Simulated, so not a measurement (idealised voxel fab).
Name of the process module below: voxel wiring stack
Section cut is 275 nm wide and gridded with 5 nm square cells.
Cross-section spec: square-cell grid; bands listed top down; each band is one or more rows. Top, bottom (nm), then materials left to right with widths (nm); lone material tagged "edge to edge" fills the whole band edge to edge; "blank" = empty space. Measure heights from 0. That's the level where, below it, the as-received wafer is all one material. The lowest band is bottomless and extends downward; write it as in "0 and below". The notation "30..40" denotes a width that varies across the rows of cells in the band, beginning at the first number in the top row, finishing at the second number in the bottom row, and changing by an identical amount from each row to the next. Basically "no change" means that step didn't change any cell in the cross-section. Enclosed voids (no open way to top), threshold 8 cells or more, entry "Sealed-off cavities", notation width x height at distance, distance from left edge, nm. Anything after a step's settings on that line? It's the simulator's own note about the step. overlay nm, on a step with a mask: how far to the right of its planned place the mask lay; to the left if negative.

### Process steps (planned)
step 1: RECEIVE | material Si
step 2: CONFORMAL_DEP | material SiO2 | thk nm 15
step 3: CONFORMAL_DEP | material SiCN | thk nm 5
step 4: DIRECTIONAL_DEP | material SiO2 | thk nm 20
step 5: DIRECTIONAL_DEP | material aC | thk nm 15
step 6: PATTERN | tone open | mask id METAL_1 | material resist | width nm 30 | pitch nm 45 | thk nm 30 | overlay nm 0
step 7: DIRECTIONAL_ETCH | etch materials aC | depth nm 15
step 8: STRIP | etch materials resist
step 9: DIRECTIONAL_ETCH | etch materials SiO2 | depth nm 20
step 10: DIRECTIONAL_ETCH | etch materials SiCN | depth nm 5
step 11: STRIP | etch materials aC
step 12: CONFORMAL_DEP | material TiN | thk nm 5
step 13: FILL_DEP | material Cu | thk nm 5
step 14: CMP | height nm 40
step 15: CONFORMAL_DEP | material SiCN | thk nm 5
step 16: DIRECTIONAL_DEP | material lowk | thk nm 30
step 17: PATTERN | tone open | mask id METAL_2 | material resist | width nm 30 | pitch nm 45 | thk nm 15 | overlay nm 0
step 18: DIRECTIONAL_ETCH | etch materials lowk | depth nm 15
step 19: STRIP | etch materials resist
step 20: PATTERN | tone open | mask id METAL_2_HOLES | material resist | width nm 15 | pitch nm 90 | thk nm 20 | overlay nm 0
step 21: DIRECTIONAL_ETCH | etch materials lowk | depth nm 15
step 22: DIRECTIONAL_ETCH | etch materials SiCN | depth nm 5
step 23: STRIP | etch materials resist
step 24: CONFORMAL_DEP | material TiN | thk nm 5
step 25: FILL_DEP | material Cu | thk nm 5
step 26: CMP | height nm 75
step 27: CONFORMAL_DEP | material SiCN | thk nm 5
step 28: DIRECTIONAL_DEP | material lowk | thk nm 25
step 29: DIRECTIONAL_DEP | material aC | thk nm 15
step 30: PATTERN | tone open | mask id METAL_3 | material resist | width nm 30 | pitch nm 45 | thk nm 30 | overlay nm 0
step 31: DIRECTIONAL_ETCH | etch materials aC | depth nm 15
step 32: STRIP | etch materials resist
step 33: DIRECTIONAL_ETCH | etch materials lowk | depth nm 15
step 34: STRIP | etch materials aC
step 35: DIRECTIONAL_DEP | material aC | thk nm 10
step 36: PATTERN | tone open | mask id METAL_3_HOLES | material resist | width nm 15 | pitch nm 90 | thk nm 25 | overlay nm 0
step 37: DIRECTIONAL_ETCH | etch materials aC | depth nm 10
step 38: STRIP | etch materials resist
step 39: DIRECTIONAL_ETCH | etch materials lowk | depth nm 10
step 40: DIRECTIONAL_ETCH | etch materials SiCN | depth nm 5
step 41: STRIP | etch materials aC
step 42: CONFORMAL_DEP | material TiN | thk nm 5
step 43: FILL_DEP | material Cu | thk nm 5
step 44: CMP | height nm 105
step 45: CONFORMAL_DEP | material SiCN | thk nm 5

### First wafer, two in total, run as planned

### Cross-section of the wafer at receipt, which is the condition after step 1
- 0 and below = Si edge to edge
- Sealed-off cavities: none

### Step 2 complete: cross-section through the wafer
- 15 down to 0 = SiO2 edge to edge
- Everything below 0 is unchanged.

### Step 3 complete: cross-section through the wafer
- 20 down to 15 = SiCN edge to edge
- Everything below 15 is unchanged.

### Step 4 complete: cross-section through the wafer
- 40 down to 20 = SiO2 edge to edge
- Everything below 20 is unchanged.

### Step 5 complete: cross-section through the wafer
- 55 down to 40 = aC edge to edge
- Everything below 40 is unchanged.

### Step 6 complete: cross-section through the wafer
- 85 down to 55 = 75 resist, 30 blank, 15 resist, 30 blank, 15 resist, 30 blank, 80 resist
- Everything below 55 is unchanged.

### Step 7 complete: cross-section through the wafer
- 70 down to 55 = 75 resist, 30 blank, 15 resist, 30 blank, 15 resist, 30 blank, 80 resist
- 55 down to 40 = 75 aC, 30 blank, 15 aC, 30 blank, 15 aC, 30 blank, 80 aC
- Everything below 40 is unchanged.

### Step 8 complete: cross-section through the wafer
- 55 down to 40 = 75 aC, 30 blank, 15 aC, 30 blank, 15 aC, 30 blank, 80 aC
- Everything below 40 is unchanged.

### Step 9 complete: cross-section through the wafer
- 55 down to 40 = 75 aC, 30 blank, 15 aC, 30 blank, 15 aC, 30 blank, 80 aC
- 40 down to 20 = 75 SiO2, 30 blank, 15 SiO2, 30 blank, 15 SiO2, 30 blank, 80 SiO2
- Everything below 20 is unchanged.

### Step 10 complete: cross-section through the wafer
- 55 down to 40 = 75 aC, 30 blank, 15 aC, 30 blank, 15 aC, 30 blank, 80 aC
- 40 down to 20 = 75 SiO2, 30 blank, 15 SiO2, 30 blank, 15 SiO2, 30 blank, 80 SiO2
- 20 down to 15 = 75 SiCN, 30 blank, 15 SiCN, 30 blank, 15 SiCN, 30 blank, 80 SiCN
- Everything below 15 is unchanged.

### Step 11 complete: cross-section through the wafer
- 40 down to 20 = 75 SiO2, 30 blank, 15 SiO2, 30 blank, 15 SiO2, 30 blank, 80 SiO2
- Everything below 20 is unchanged.

### Step 12 complete: cross-section through the wafer
- 45 down to 40 = 80 TiN, 20 blank, 25 TiN, 20 blank, 25 TiN, 20 blank, 85 TiN
- 40 down to 20 = 75 SiO2, 5 TiN, 20 blank, 5 TiN, 15 SiO2, 5 TiN, 20 blank, 5 TiN, 15 SiO2, 5 TiN, 20 blank, 5 TiN, 80 SiO2
- 20 down to 15 = 75 SiCN, 30 TiN, 15 SiCN, 30 TiN, 15 SiCN, 30 TiN, 80 SiCN
- Everything below 15 is unchanged.

### Step 13 complete: cross-section through the wafer
- 50 down to 45 = Cu edge to edge
- 45 down to 40 = 80 TiN, 20 Cu, 25 TiN, 20 Cu, 25 TiN, 20 Cu, 85 TiN
- 40 down to 20 = 75 SiO2, 5 TiN, 20 Cu, 5 TiN, 15 SiO2, 5 TiN, 20 Cu, 5 TiN, 15 SiO2, 5 TiN, 20 Cu, 5 TiN, 80 SiO2
- Everything below 20 is unchanged.

### Step 14 complete: cross-section through the wafer
- 40 down to 20 = 75 SiO2, 5 TiN, 20 Cu, 5 TiN, 15 SiO2, 5 TiN, 20 Cu, 5 TiN, 15 SiO2, 5 TiN, 20 Cu, 5 TiN, 80 SiO2
- Everything below 20 is unchanged.

### Step 15 complete: cross-section through the wafer
- 45 down to 40 = SiCN edge to edge
- Everything below 40 is unchanged.

### Step 16 complete: cross-section through the wafer
- 75 down to 45 = lowk edge to edge
- Everything below 45 is unchanged.

### Step 17 complete: cross-section through the wafer
- 90 down to 75 = 75 resist, 30 blank, 15 resist, 30 blank, 15 resist, 30 blank, 80 resist
- Everything below 75 is unchanged.

### Step 18 complete: cross-section through the wafer
- 90 down to 75 = 75 resist, 30 blank, 15 resist, 30 blank, 15 resist, 30 blank, 80 resist
- 75 down to 60 = 75 lowk, 30 blank, 15 lowk, 30 blank, 15 lowk, 30 blank, 80 lowk
- Everything below 60 is unchanged.

### Step 19 complete: cross-section through the wafer
- 75 down to 60 = 75 lowk, 30 blank, 15 lowk, 30 blank, 15 lowk, 30 blank, 80 lowk
- Everything below 60 is unchanged.

### Step 20 complete: cross-section through the wafer
- 95 down to 75 = 75 resist, 15 blank, 75 resist, 15 blank, 95 resist
- 75 down to 60 = 75 lowk, 15 blank, 15 resist, 15 lowk, 30 resist, 15 lowk, 15 blank, 15 resist, 80 lowk
- Everything below 60 is unchanged.

### Step 21 complete: cross-section through the wafer
- 95 down to 75 = 75 resist, 15 blank, 75 resist, 15 blank, 95 resist
- 75 down to 60 = 75 lowk, 15 blank, 15 resist, 15 lowk, 30 resist, 15 lowk, 15 blank, 15 resist, 80 lowk
- 60 down to 45 = 75 lowk, 15 blank, 75 lowk, 15 blank, 95 lowk
- Everything below 45 is unchanged.

### Step 22 complete: cross-section through the wafer
- 95 down to 75 = 75 resist, 15 blank, 75 resist, 15 blank, 95 resist
- 75 down to 60 = 75 lowk, 15 blank, 15 resist, 15 lowk, 30 resist, 15 lowk, 15 blank, 15 resist, 80 lowk
- 60 down to 45 = 75 lowk, 15 blank, 75 lowk, 15 blank, 95 lowk
- 45 down to 40 = 75 SiCN, 15 blank, 75 SiCN, 15 blank, 95 SiCN
- Everything below 40 is unchanged.

### Step 23 complete: cross-section through the wafer
- 75 down to 60 = 75 lowk, 30 blank, 15 lowk, 30 blank, 15 lowk, 30 blank, 80 lowk
- Everything below 60 is unchanged.

### Step 24 complete: cross-section through the wafer
- 80 down to 75 = 80 TiN, 20 blank, 25 TiN, 20 blank, 25 TiN, 20 blank, 85 TiN
- 75 down to 65 = 75 lowk, 5 TiN, 20 blank, 5 TiN, 15 lowk, 5 TiN, 20 blank, 5 TiN, 15 lowk, 5 TiN, 20 blank, 5 TiN, 80 lowk
- 65 down to 60 = 75 lowk, 5 TiN, 5 blank, 20 TiN, 15 lowk, 30 TiN, 15 lowk, 5 TiN, 5 blank, 20 TiN, 80 lowk
- 60 down to 45 = 75 lowk, 5 TiN, 5 blank, 5 TiN, 75 lowk, 5 TiN, 5 blank, 5 TiN, 95 lowk
- 45 down to 40 = 75 SiCN, 15 TiN, 75 SiCN, 15 TiN, 95 SiCN
- Everything below 40 is unchanged.

### Step 25 complete: cross-section through the wafer
- 85 down to 80 = Cu edge to edge
- 80 down to 75 = 80 TiN, 20 Cu, 25 TiN, 20 Cu, 25 TiN, 20 Cu, 85 TiN
- 75 down to 65 = 75 lowk, 5 TiN, 20 Cu, 5 TiN, 15 lowk, 5 TiN, 20 Cu, 5 TiN, 15 lowk, 5 TiN, 20 Cu, 5 TiN, 80 lowk
- 65 down to 60 = 75 lowk, 5 TiN, 5 Cu, 20 TiN, 15 lowk, 30 TiN, 15 lowk, 5 TiN, 5 Cu, 20 TiN, 80 lowk
- 60 down to 45 = 75 lowk, 5 TiN, 5 Cu, 5 TiN, 75 lowk, 5 TiN, 5 Cu, 5 TiN, 95 lowk
- Everything below 45 is unchanged.

### Step 26 complete: cross-section through the wafer
- 75 down to 65 = 75 lowk, 5 TiN, 20 Cu, 5 TiN, 15 lowk, 5 TiN, 20 Cu, 5 TiN, 15 lowk, 5 TiN, 20 Cu, 5 TiN, 80 lowk
- Everything below 65 is unchanged.

### Step 27 complete: cross-section through the wafer
- 80 down to 75 = SiCN edge to edge
- Everything below 75 is unchanged.

### Step 28 complete: cross-section through the wafer
- 105 down to 80 = lowk edge to edge
- Everything below 80 is unchanged.

### Step 29 complete: cross-section through the wafer
- 120 down to 105 = aC edge to edge
- Everything below 105 is unchanged.

### Step 30 complete: cross-section through the wafer
- 150 down to 120 = 75 resist, 30 blank, 15 resist, 30 blank, 15 resist, 30 blank, 80 resist
- Everything below 120 is unchanged.

### Step 31 complete: cross-section through the wafer
- 135 down to 120 = 75 resist, 30 blank, 15 resist, 30 blank, 15 resist, 30 blank, 80 resist
- 120 down to 105 = 75 aC, 30 blank, 15 aC, 30 blank, 15 aC, 30 blank, 80 aC
- Everything below 105 is unchanged.

### Step 32 complete: cross-section through the wafer
- 120 down to 105 = 75 aC, 30 blank, 15 aC, 30 blank, 15 aC, 30 blank, 80 aC
- Everything below 105 is unchanged.

### Step 33 complete: cross-section through the wafer
- 120 down to 105 = 75 aC, 30 blank, 15 aC, 30 blank, 15 aC, 30 blank, 80 aC
- 105 down to 90 = 75 lowk, 30 blank, 15 lowk, 30 blank, 15 lowk, 30 blank, 80 lowk
- Everything below 90 is unchanged.

### Step 34 complete: cross-section through the wafer
- 105 down to 90 = 75 lowk, 30 blank, 15 lowk, 30 blank, 15 lowk, 30 blank, 80 lowk
- Everything below 90 is unchanged.

### Step 35 complete: cross-section through the wafer
- 115 down to 105 = 75 aC, 30 blank, 15 aC, 30 blank, 15 aC, 30 blank, 80 aC
- 105 down to 100 = 75 lowk, 30 blank, 15 lowk, 30 blank, 15 lowk, 30 blank, 80 lowk
- 100 down to 90 = 75 lowk, 30 aC, 15 lowk, 30 aC, 15 lowk, 30 aC, 80 lowk
- Everything below 90 is unchanged.

### Step 36 complete: cross-section through the wafer
- 140 down to 115 = 75 resist, 15 blank, 75 resist, 15 blank, 95 resist
- 115 down to 105 = 75 aC, 15 blank, 15 resist, 15 aC, 30 resist, 15 aC, 15 blank, 15 resist, 80 aC
- 105 down to 100 = 75 lowk, 15 blank, 15 resist, 15 lowk, 30 resist, 15 lowk, 15 blank, 15 resist, 80 lowk
- Everything below 100 is unchanged.

### Step 37 complete: cross-section through the wafer
- 130 down to 115 = 75 resist, 15 blank, 75 resist, 15 blank, 95 resist
- 115 down to 105 = 75 aC, 15 blank, 15 resist, 15 aC, 30 resist, 15 aC, 15 blank, 15 resist, 80 aC
- 105 down to 100 = 75 lowk, 15 blank, 15 resist, 15 lowk, 30 resist, 15 lowk, 15 blank, 15 resist, 80 lowk
- 100 down to 90 = 75 lowk, 15 blank, 15 aC, 15 lowk, 30 aC, 15 lowk, 15 blank, 15 aC, 80 lowk
- Everything below 90 is unchanged.

### Step 38 complete: cross-section through the wafer
- 115 down to 105 = 75 aC, 30 blank, 15 aC, 30 blank, 15 aC, 30 blank, 80 aC
- 105 down to 100 = 75 lowk, 30 blank, 15 lowk, 30 blank, 15 lowk, 30 blank, 80 lowk
- Everything below 100 is unchanged.

### Step 39 complete: cross-section through the wafer
- 115 down to 105 = 75 aC, 30 blank, 15 aC, 30 blank, 15 aC, 30 blank, 80 aC
- 105 down to 100 = 75 lowk, 30 blank, 15 lowk, 30 blank, 15 lowk, 30 blank, 80 lowk
- 100 down to 90 = 75 lowk, 15 blank, 15 aC, 15 lowk, 30 aC, 15 lowk, 15 blank, 15 aC, 80 lowk
- 90 down to 80 = 75 lowk, 15 blank, 75 lowk, 15 blank, 95 lowk
- Everything below 80 is unchanged.

### Step 40 complete: cross-section through the wafer
- 115 down to 105 = 75 aC, 30 blank, 15 aC, 30 blank, 15 aC, 30 blank, 80 aC
- 105 down to 100 = 75 lowk, 30 blank, 15 lowk, 30 blank, 15 lowk, 30 blank, 80 lowk
- 100 down to 90 = 75 lowk, 15 blank, 15 aC, 15 lowk, 30 aC, 15 lowk, 15 blank, 15 aC, 80 lowk
- 90 down to 80 = 75 lowk, 15 blank, 75 lowk, 15 blank, 95 lowk
- 80 down to 75 = 75 SiCN, 15 blank, 75 SiCN, 15 blank, 95 SiCN
- Everything below 75 is unchanged.

### Step 41 complete: cross-section through the wafer
- 105 down to 90 = 75 lowk, 30 blank, 15 lowk, 30 blank, 15 lowk, 30 blank, 80 lowk
- Everything below 90 is unchanged.

### Step 42 complete: cross-section through the wafer
- 110 down to 105 = 80 TiN, 20 blank, 25 TiN, 20 blank, 25 TiN, 20 blank, 85 TiN
- 105 down to 95 = 75 lowk, 5 TiN, 20 blank, 5 TiN, 15 lowk, 5 TiN, 20 blank, 5 TiN, 15 lowk, 5 TiN, 20 blank, 5 TiN, 80 lowk
- 95 down to 90 = 75 lowk, 5 TiN, 5 blank, 20 TiN, 15 lowk, 30 TiN, 15 lowk, 5 TiN, 5 blank, 20 TiN, 80 lowk
- 90 down to 80 = 75 lowk, 5 TiN, 5 blank, 5 TiN, 75 lowk, 5 TiN, 5 blank, 5 TiN, 95 lowk
- 80 down to 75 = 75 SiCN, 15 TiN, 75 SiCN, 15 TiN, 95 SiCN
- Everything below 75 is unchanged.

### Step 43 complete: cross-section through the wafer
- 115 down to 110 = Cu edge to edge
- 110 down to 105 = 80 TiN, 20 Cu, 25 TiN, 20 Cu, 25 TiN, 20 Cu, 85 TiN
- 105 down to 95 = 75 lowk, 5 TiN, 20 Cu, 5 TiN, 15 lowk, 5 TiN, 20 Cu, 5 TiN, 15 lowk, 5 TiN, 20 Cu, 5 TiN, 80 lowk
- 95 down to 90 = 75 lowk, 5 TiN, 5 Cu, 20 TiN, 15 lowk, 30 TiN, 15 lowk, 5 TiN, 5 Cu, 20 TiN, 80 lowk
- 90 down to 80 = 75 lowk, 5 TiN, 5 Cu, 5 TiN, 75 lowk, 5 TiN, 5 Cu, 5 TiN, 95 lowk
- Everything below 80 is unchanged.

### Step 44 complete: cross-section through the wafer
- 105 down to 95 = 75 lowk, 5 TiN, 20 Cu, 5 TiN, 15 lowk, 5 TiN, 20 Cu, 5 TiN, 15 lowk, 5 TiN, 20 Cu, 5 TiN, 80 lowk
- Everything below 95 is unchanged.

### Step 45 complete: cross-section through the wafer
- 110 down to 105 = SiCN edge to edge
- Everything below 105 is unchanged.

### Okay, second wafer. Nothing different at the start, nothing different in the plan, just one mistake somewhere in the running. As far as step 3, counting that step, it's the first wafer all over again

### Cross-section of the second wafer at the time step 4 of the plan should have ended
- 40 down to 20 = lowk edge to edge
- Everything below 20 is unchanged.

### Cross-section of the second wafer at the time step 5 of the plan should have ended
- 55 down to 40 = aC edge to edge
- Everything below 40 is unchanged.

### Cross-section of the second wafer at the time step 6 of the plan should have ended
- 85 down to 55 = 75 resist, 30 blank, 15 resist, 30 blank, 15 resist, 30 blank, 80 resist
- Everything below 55 is unchanged.

### Cross-section of the second wafer at the time step 7 of the plan should have ended
- 70 down to 55 = 75 resist, 30 blank, 15 resist, 30 blank, 15 resist, 30 blank, 80 resist
- 55 down to 40 = 75 aC, 30 blank, 15 aC, 30 blank, 15 aC, 30 blank, 80 aC
- Everything below 40 is unchanged.

### Cross-section of the second wafer at the time step 8 of the plan should have ended
- 55 down to 40 = 75 aC, 30 blank, 15 aC, 30 blank, 15 aC, 30 blank, 80 aC
- Everything below 40 is unchanged.

Cross-section of the second wafer at the time step 9 of the plan should have ended: no change

Cross-section of the second wafer at the time step 10 of the plan should have ended: no change

### Cross-section of the second wafer at the time step 11 of the plan should have ended
- 40 down to 20 = lowk edge to edge
- Everything below 20 is unchanged.

### Cross-section of the second wafer at the time step 12 of the plan should have ended
- 45 down to 40 = TiN edge to edge
- Everything below 40 is unchanged.

### Cross-section of the second wafer at the time step 13 of the plan should have ended
- 50 down to 45 = Cu edge to edge
- Everything below 45 is unchanged.

### Cross-section of the second wafer at the time step 14 of the plan should have ended
- 40 down to 20 = lowk edge to edge
- Everything below 20 is unchanged.

### Cross-section of the second wafer at the time step 15 of the plan should have ended
- 45 down to 40 = SiCN edge to edge
- Everything below 40 is unchanged.

### Cross-section of the second wafer at the time step 16 of the plan should have ended
- 75 down to 45 = lowk edge to edge
- Everything below 45 is unchanged.

### Cross-section of the second wafer at the time step 17 of the plan should have ended
- 90 down to 75 = 75 resist, 30 blank, 15 resist, 30 blank, 15 resist, 30 blank, 80 resist
- Everything below 75 is unchanged.

### Cross-section of the second wafer at the time step 18 of the plan should have ended
- 90 down to 75 = 75 resist, 30 blank, 15 resist, 30 blank, 15 resist, 30 blank, 80 resist
- 75 down to 60 = 75 lowk, 30 blank, 15 lowk, 30 blank, 15 lowk, 30 blank, 80 lowk
- Everything below 60 is unchanged.

### Cross-section of the second wafer at the time step 19 of the plan should have ended
- 75 down to 60 = 75 lowk, 30 blank, 15 lowk, 30 blank, 15 lowk, 30 blank, 80 lowk
- Everything below 60 is unchanged.

### Cross-section of the second wafer at the time step 20 of the plan should have ended
- 95 down to 75 = 75 resist, 15 blank, 75 resist, 15 blank, 95 resist
- 75 down to 60 = 75 lowk, 15 blank, 15 resist, 15 lowk, 30 resist, 15 lowk, 15 blank, 15 resist, 80 lowk
- Everything below 60 is unchanged.

### Cross-section of the second wafer at the time step 21 of the plan should have ended
- 95 down to 75 = 75 resist, 15 blank, 75 resist, 15 blank, 95 resist
- 75 down to 60 = 75 lowk, 15 blank, 15 resist, 15 lowk, 30 resist, 15 lowk, 15 blank, 15 resist, 80 lowk
- 60 down to 45 = 75 lowk, 15 blank, 75 lowk, 15 blank, 95 lowk
- Everything below 45 is unchanged.

### Cross-section of the second wafer at the time step 22 of the plan should have ended
- 95 down to 75 = 75 resist, 15 blank, 75 resist, 15 blank, 95 resist
- 75 down to 60 = 75 lowk, 15 blank, 15 resist, 15 lowk, 30 resist, 15 lowk, 15 blank, 15 resist, 80 lowk
- 60 down to 45 = 75 lowk, 15 blank, 75 lowk, 15 blank, 95 lowk
- 45 down to 40 = 75 SiCN, 15 blank, 75 SiCN, 15 blank, 95 SiCN
- Everything below 40 is unchanged.

### Cross-section of the second wafer at the time step 23 of the plan should have ended
- 75 down to 60 = 75 lowk, 30 blank, 15 lowk, 30 blank, 15 lowk, 30 blank, 80 lowk
- Everything below 60 is unchanged.

### Cross-section of the second wafer at the time step 24 of the plan should have ended
- 80 down to 75 = 80 TiN, 20 blank, 25 TiN, 20 blank, 25 TiN, 20 blank, 85 TiN
- 75 down to 65 = 75 lowk, 5 TiN, 20 blank, 5 TiN, 15 lowk, 5 TiN, 20 blank, 5 TiN, 15 lowk, 5 TiN, 20 blank, 5 TiN, 80 lowk
- 65 down to 60 = 75 lowk, 5 TiN, 5 blank, 20 TiN, 15 lowk, 30 TiN, 15 lowk, 5 TiN, 5 blank, 20 TiN, 80 lowk
- 60 down to 45 = 75 lowk, 5 TiN, 5 blank, 5 TiN, 75 lowk, 5 TiN, 5 blank, 5 TiN, 95 lowk
- 45 down to 40 = 75 SiCN, 15 TiN, 75 SiCN, 15 TiN, 95 SiCN
- Everything below 40 is unchanged.

### Cross-section of the second wafer at the time step 25 of the plan should have ended
- 85 down to 80 = Cu edge to edge
- 80 down to 75 = 80 TiN, 20 Cu, 25 TiN, 20 Cu, 25 TiN, 20 Cu, 85 TiN
- 75 down to 65 = 75 lowk, 5 TiN, 20 Cu, 5 TiN, 15 lowk, 5 TiN, 20 Cu, 5 TiN, 15 lowk, 5 TiN, 20 Cu, 5 TiN, 80 lowk
- 65 down to 60 = 75 lowk, 5 TiN, 5 Cu, 20 TiN, 15 lowk, 30 TiN, 15 lowk, 5 TiN, 5 Cu, 20 TiN, 80 lowk
- 60 down to 45 = 75 lowk, 5 TiN, 5 Cu, 5 TiN, 75 lowk, 5 TiN, 5 Cu, 5 TiN, 95 lowk
- Everything below 45 is unchanged.

### Cross-section of the second wafer at the time step 26 of the plan should have ended
- 75 down to 65 = 75 lowk, 5 TiN, 20 Cu, 5 TiN, 15 lowk, 5 TiN, 20 Cu, 5 TiN, 15 lowk, 5 TiN, 20 Cu, 5 TiN, 80 lowk
- Everything below 65 is unchanged.

### Cross-section of the second wafer at the time step 27 of the plan should have ended
- 80 down to 75 = SiCN edge to edge
- Everything below 75 is unchanged.

### Cross-section of the second wafer at the time step 28 of the plan should have ended
- 105 down to 80 = lowk edge to edge
- Everything below 80 is unchanged.

### Cross-section of the second wafer at the time step 29 of the plan should have ended
- 120 down to 105 = aC edge to edge
- Everything below 105 is unchanged.

### Cross-section of the second wafer at the time step 30 of the plan should have ended
- 150 down to 120 = 75 resist, 30 blank, 15 resist, 30 blank, 15 resist, 30 blank, 80 resist
- Everything below 120 is unchanged.

### Cross-section of the second wafer at the time step 31 of the plan should have ended
- 135 down to 120 = 75 resist, 30 blank, 15 resist, 30 blank, 15 resist, 30 blank, 80 resist
- 120 down to 105 = 75 aC, 30 blank, 15 aC, 30 blank, 15 aC, 30 blank, 80 aC
- Everything below 105 is unchanged.

### Cross-section of the second wafer at the time step 32 of the plan should have ended
- 120 down to 105 = 75 aC, 30 blank, 15 aC, 30 blank, 15 aC, 30 blank, 80 aC
- Everything below 105 is unchanged.

### Cross-section of the second wafer at the time step 33 of the plan should have ended
- 120 down to 105 = 75 aC, 30 blank, 15 aC, 30 blank, 15 aC, 30 blank, 80 aC
- 105 down to 90 = 75 lowk, 30 blank, 15 lowk, 30 blank, 15 lowk, 30 blank, 80 lowk
- Everything below 90 is unchanged.

### Cross-section of the second wafer at the time step 34 of the plan should have ended
- 105 down to 90 = 75 lowk, 30 blank, 15 lowk, 30 blank, 15 lowk, 30 blank, 80 lowk
- Everything below 90 is unchanged.

### Cross-section of the second wafer at the time step 35 of the plan should have ended
- 115 down to 105 = 75 aC, 30 blank, 15 aC, 30 blank, 15 aC, 30 blank, 80 aC
- 105 down to 100 = 75 lowk, 30 blank, 15 lowk, 30 blank, 15 lowk, 30 blank, 80 lowk
- 100 down to 90 = 75 lowk, 30 aC, 15 lowk, 30 aC, 15 lowk, 30 aC, 80 lowk
- Everything below 90 is unchanged.

### Cross-section of the second wafer at the time step 36 of the plan should have ended
- 140 down to 115 = 75 resist, 15 blank, 75 resist, 15 blank, 95 resist
- 115 down to 105 = 75 aC, 15 blank, 15 resist, 15 aC, 30 resist, 15 aC, 15 blank, 15 resist, 80 aC
- 105 down to 100 = 75 lowk, 15 blank, 15 resist, 15 lowk, 30 resist, 15 lowk, 15 blank, 15 resist, 80 lowk
- Everything below 100 is unchanged.

### Cross-section of the second wafer at the time step 37 of the plan should have ended
- 130 down to 115 = 75 resist, 15 blank, 75 resist, 15 blank, 95 resist
- 115 down to 105 = 75 aC, 15 blank, 15 resist, 15 aC, 30 resist, 15 aC, 15 blank, 15 resist, 80 aC
- 105 down to 100 = 75 lowk, 15 blank, 15 resist, 15 lowk, 30 resist, 15 lowk, 15 blank, 15 resist, 80 lowk
- 100 down to 90 = 75 lowk, 15 blank, 15 aC, 15 lowk, 30 aC, 15 lowk, 15 blank, 15 aC, 80 lowk
- Everything below 90 is unchanged.

### Cross-section of the second wafer at the time step 38 of the plan should have ended
- 115 down to 105 = 75 aC, 30 blank, 15 aC, 30 blank, 15 aC, 30 blank, 80 aC
- 105 down to 100 = 75 lowk, 30 blank, 15 lowk, 30 blank, 15 lowk, 30 blank, 80 lowk
- Everything below 100 is unchanged.

### Cross-section of the second wafer at the time step 39 of the plan should have ended
- 115 down to 105 = 75 aC, 30 blank, 15 aC, 30 blank, 15 aC, 30 blank, 80 aC
- 105 down to 100 = 75 lowk, 30 blank, 15 lowk, 30 blank, 15 lowk, 30 blank, 80 lowk
- 100 down to 90 = 75 lowk, 15 blank, 15 aC, 15 lowk, 30 aC, 15 lowk, 15 blank, 15 aC, 80 lowk
- 90 down to 80 = 75 lowk, 15 blank, 75 lowk, 15 blank, 95 lowk
- Everything below 80 is unchanged.

### Cross-section of the second wafer at the time step 40 of the plan should have ended
- 115 down to 105 = 75 aC, 30 blank, 15 aC, 30 blank, 15 aC, 30 blank, 80 aC
- 105 down to 100 = 75 lowk, 30 blank, 15 lowk, 30 blank, 15 lowk, 30 blank, 80 lowk
- 100 down to 90 = 75 lowk, 15 blank, 15 aC, 15 lowk, 30 aC, 15 lowk, 15 blank, 15 aC, 80 lowk
- 90 down to 80 = 75 lowk, 15 blank, 75 lowk, 15 blank, 95 lowk
- 80 down to 75 = 75 SiCN, 15 blank, 75 SiCN, 15 blank, 95 SiCN
- Everything below 75 is unchanged.

### Cross-section of the second wafer at the time step 41 of the plan should have ended
- 105 down to 90 = 75 lowk, 30 blank, 15 lowk, 30 blank, 15 lowk, 30 blank, 80 lowk
- Everything below 90 is unchanged.

### Cross-section of the second wafer at the time step 42 of the plan should have ended
- 110 down to 105 = 80 TiN, 20 blank, 25 TiN, 20 blank, 25 TiN, 20 blank, 85 TiN
- 105 down to 95 = 75 lowk, 5 TiN, 20 blank, 5 TiN, 15 lowk, 5 TiN, 20 blank, 5 TiN, 15 lowk, 5 TiN, 20 blank, 5 TiN, 80 lowk
- 95 down to 90 = 75 lowk, 5 TiN, 5 blank, 20 TiN, 15 lowk, 30 TiN, 15 lowk, 5 TiN, 5 blank, 20 TiN, 80 lowk
- 90 down to 80 = 75 lowk, 5 TiN, 5 blank, 5 TiN, 75 lowk, 5 TiN, 5 blank, 5 TiN, 95 lowk
- 80 down to 75 = 75 SiCN, 15 TiN, 75 SiCN, 15 TiN, 95 SiCN
- Everything below 75 is unchanged.

### Cross-section of the second wafer at the time step 43 of the plan should have ended
- 115 down to 110 = Cu edge to edge
- 110 down to 105 = 80 TiN, 20 Cu, 25 TiN, 20 Cu, 25 TiN, 20 Cu, 85 TiN
- 105 down to 95 = 75 lowk, 5 TiN, 20 Cu, 5 TiN, 15 lowk, 5 TiN, 20 Cu, 5 TiN, 15 lowk, 5 TiN, 20 Cu, 5 TiN, 80 lowk
- 95 down to 90 = 75 lowk, 5 TiN, 5 Cu, 20 TiN, 15 lowk, 30 TiN, 15 lowk, 5 TiN, 5 Cu, 20 TiN, 80 lowk
- 90 down to 80 = 75 lowk, 5 TiN, 5 Cu, 5 TiN, 75 lowk, 5 TiN, 5 Cu, 5 TiN, 95 lowk
- Everything below 80 is unchanged.

### Cross-section of the second wafer at the time step 44 of the plan should have ended
- 105 down to 95 = 75 lowk, 5 TiN, 20 Cu, 5 TiN, 15 lowk, 5 TiN, 20 Cu, 5 TiN, 15 lowk, 5 TiN, 20 Cu, 5 TiN, 80 lowk
- Everything below 95 is unchanged.

### Cross-section of the second wafer at the time step 45 of the plan should have ended
- 110 down to 105 = SiCN edge to edge
- Everything below 105 is unchanged.
So what did we get wrong on this run? step 4 did not use the planned setting and instead ran as DIRECTIONAL_DEP | material lowk | thk nm 20
Once processing is complete, comparing cell counts shows that the second wafer has more or fewer of certain materials than the first: -48 Cu, +18 SiCN, -148 SiO2, -42 TiN, +220 lowk
